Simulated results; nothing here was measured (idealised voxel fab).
This section sets out a process module, namely voxel self aligned vias.
This is section cut - it's 220 nm across, gridded in 5 nm square cells.
For the purposes of this document, a cross-section shall be understood as a grid of square cells, specified as bands listed in top-to-bottom order, each band consisting of one or more rows of cells.
Top, bottom (nm), then materials left to right with widths (nm); lone material tagged "everywhere" fills the whole band edge to edge; "blank" = empty space.
Height datum 0, below which the as-received substrate wafer is one material. Lowest band open at the bottom, running downward: "z 0 and below".
Note: "30->40" means the width goes from the first number (top row of the band) to the second number (bottom row) in equal steps per row of cells.
The cross-section has no changed cell in any step marked "nothing altered".
Entry "Closed empty spaces". Content: empty spaces with no open connection to the top, size 8 cells or greater. Each: width x height at distance. Distance: from left edge. Unit: nm.
Anything after a step's settings on that line? It's the simulator's own note about the step.
On any step carrying a mask, the "overlay nm" setting, if present on the step's line, tells how far right of its planned place the mask lay; negative values point to the left.

# Process steps foreseen in the plan
1,RECEIVE: material Si
2,CONFORMAL_DEP: material SiO2, thk nm 10
3,CONFORMAL_DEP: material SiCN, thk nm 5
4,DIRECTIONAL_DEP: material SiO2, thk nm 25
5,PATTERN: tone open, mask id LINES, material resist, width nm 20, pitch nm 50, thk nm 15, overlay nm 0
6,DIRECTIONAL_ETCH: etch materials SiO2, depth nm 25
7,STRIP: etch materials resist
8,CONFORMAL_DEP: material TiN, thk nm 5
9,FILL_DEP: material W, thk nm 10
10,CMP: height nm 40
11,SELECTIVE_ETCH: etch materials W Ru TiN, depth nm 5
12,FILL_DEP: material SiN, thk nm 10
13,CMP: height nm 40
14,DIRECTIONAL_DEP: material SiO2, thk nm 15
15,MASKED_ETCH: tone open, mask id VIAS, width nm 30, pitch nm 100, etch materials SiO2, depth nm 15, overlay nm 0
16,MASKED_ETCH: tone open, mask id VIAS, width nm 30, pitch nm 100, etch materials SiN, depth nm 5, overlay nm 0
17,CONFORMAL_DEP: material TiN, thk nm 5
18,FILL_DEP: material Ru, thk nm 10
19,CMP: height nm 55
20,CONFORMAL_DEP: material SiN, thk nm 5

# Incoming wafer, cross-sectional view, post step 1
- z 0 and below | Si everywhere
- Closed empty spaces: none

# Here's the cross-section of the first of our two wafers at the end of the module - it ran as planned
- z 60 to 55 | SiN everywhere
- z 55 to 45 | 45 SiO2 | 5 TiN | 20 Ru | 5 TiN | 70 SiO2 | 5 TiN | 20 Ru | 5 TiN | 45 SiO2
- z 45 to 40 | 45 SiO2 | 10 TiN | 10 Ru | 10 TiN | 70 SiO2 | 10 TiN | 10 Ru | 10 TiN | 45 SiO2
- z 40 to 35 | 50 SiO2 | 20 TiN | 30 SiO2 | 20 SiN | 30 SiO2 | 20 TiN | 50 SiO2
- z 35 to 20 | 50 SiO2 | 5 TiN | 10 W | 5 TiN | 30 SiO2 | 5 TiN | 10 W | 5 TiN | 30 SiO2 | 5 TiN | 10 W | 5 TiN | 50 SiO2
- z 20 to 15 | 50 SiO2 | 20 TiN | 30 SiO2 | 20 TiN | 30 SiO2 | 20 TiN | 50 SiO2
- z 15 to 10 | SiCN everywhere
- z 10 to 0 | SiO2 everywhere
- z 0 and below | Si everywhere
- Closed empty spaces: none

# Now the second wafer, cross-sectioned at the end of the module. Nothing different at the start, nothing different in the plan compared with the first, just one mistake when it was actually run
- z 60 to 55 | SiN everywhere
- z 55 to 40 | 45 SiO2 | 5 TiN | 20 Ru | 5 TiN | 70 SiO2 | 5 TiN | 20 Ru | 5 TiN | 45 SiO2
- z 40 to 35 | 45 SiN | 30 TiN | 70 SiN | 30 TiN | 45 SiN
- z 35 to 30 | 55 TiN | 10 W | 40 TiN | 10 W | 40 TiN | 10 W | 55 TiN
- z 30 to 10 | 50 SiO2 | 5 TiN | 10 W | 5 TiN | 30 SiO2 | 5 TiN | 10 W | 5 TiN | 30 SiO2 | 5 TiN | 10 W | 5 TiN | 50 SiO2
- z 10 to 5 | 50 SiO2 | 20 TiN | 30 SiO2 | 20 TiN | 30 SiO2 | 20 TiN | 50 SiO2
- z 5 to 0 | SiCN everywhere
- z 0 and below | Si everywhere
- Closed empty spaces: none
what went wrong: step 2 of the plan was bypassed and not carried out
FYI, end of process, the second wafer has more or fewer cells of some materials than the first: Ru: 4 more, SiN: 28 more, SiO2: 88 fewer, TiN: 44 more, W: 12 more
